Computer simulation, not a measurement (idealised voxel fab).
process module | voxel released beams
cross-section cut | 295 nm wide | cells 5 nm
A cross-section is a grid of square cells, given in bands from the top down. A band is one or more rows of cells.
Each band's line starts with the height of the band's top and of its bottom, in nm. Then come its materials from left to right, each with its width in nm. One material with "throughout" fills the band from edge to edge. "air" is empty space.
Height 0 is the level under which the wafer as received is all one material. The lowest band goes on downwards, as in "0 down".
A width such as "30 to 40" changes by the same amount from each row of cells to the next, from the band's top row to its bottom row.
"no change" after a step means that no cell of the cross-section changed.
closed voids: empty space of 8 cells or more with no open way to the top, each as width x height at its distance from the left edge, in nm
after a step's settings: what the simulator itself notes on the step
overlay nm, on a step with a mask: how far to the right of its planned place the mask lay; to the left if negative
plan
1 op RECEIVE | material Si
2 op CONFORMAL_DEP | material Al2O3 | thk nm 10
3 op DIRECTIONAL_DEP | material SiO2 | thk nm 20
4 op MASKED_ETCH | tone open | mask id ANCHOR | width nm 35 | etch materials SiO2 | depth nm 20 | overlay nm 0
5 op CONFORMAL_DEP | material W | thk nm 10
6 op DIRECTIONAL_DEP | material aC | thk nm 15
7 op PATTERN | tone cover | mask id BEAM | material resist | width nm 115 | thk nm 35 | overlay nm 0
8 op DIRECTIONAL_ETCH | etch materials aC | depth nm 15
9 op STRIP | etch materials resist
10 op DIRECTIONAL_ETCH | etch materials W | depth nm 10
11 op STRIP | etch materials aC
12 op STRIP | etch materials SiO2
as received, after step 1
  0 down: Si throughout
  closed voids: none
a wafer at the end: this start, this plan, one mistake
  40 to 30: air 85 | W 50 | air 160
  30 to 20: air 80 | W 10 | SiO2 35 | W 10 | air 160
  20 to 10: air 80 | W 10 | SiO2 35 | W 75 | air 95
  10 to 0: Al2O3 throughout
  0 down: Si throughout
  closed voids: none
what went wrong: step 4 ran as: op MASKED_ETCH | tone cover | mask id ANCHOR | width nm 35 | etch materials SiO2 | depth nm 20 | overlay nm 0
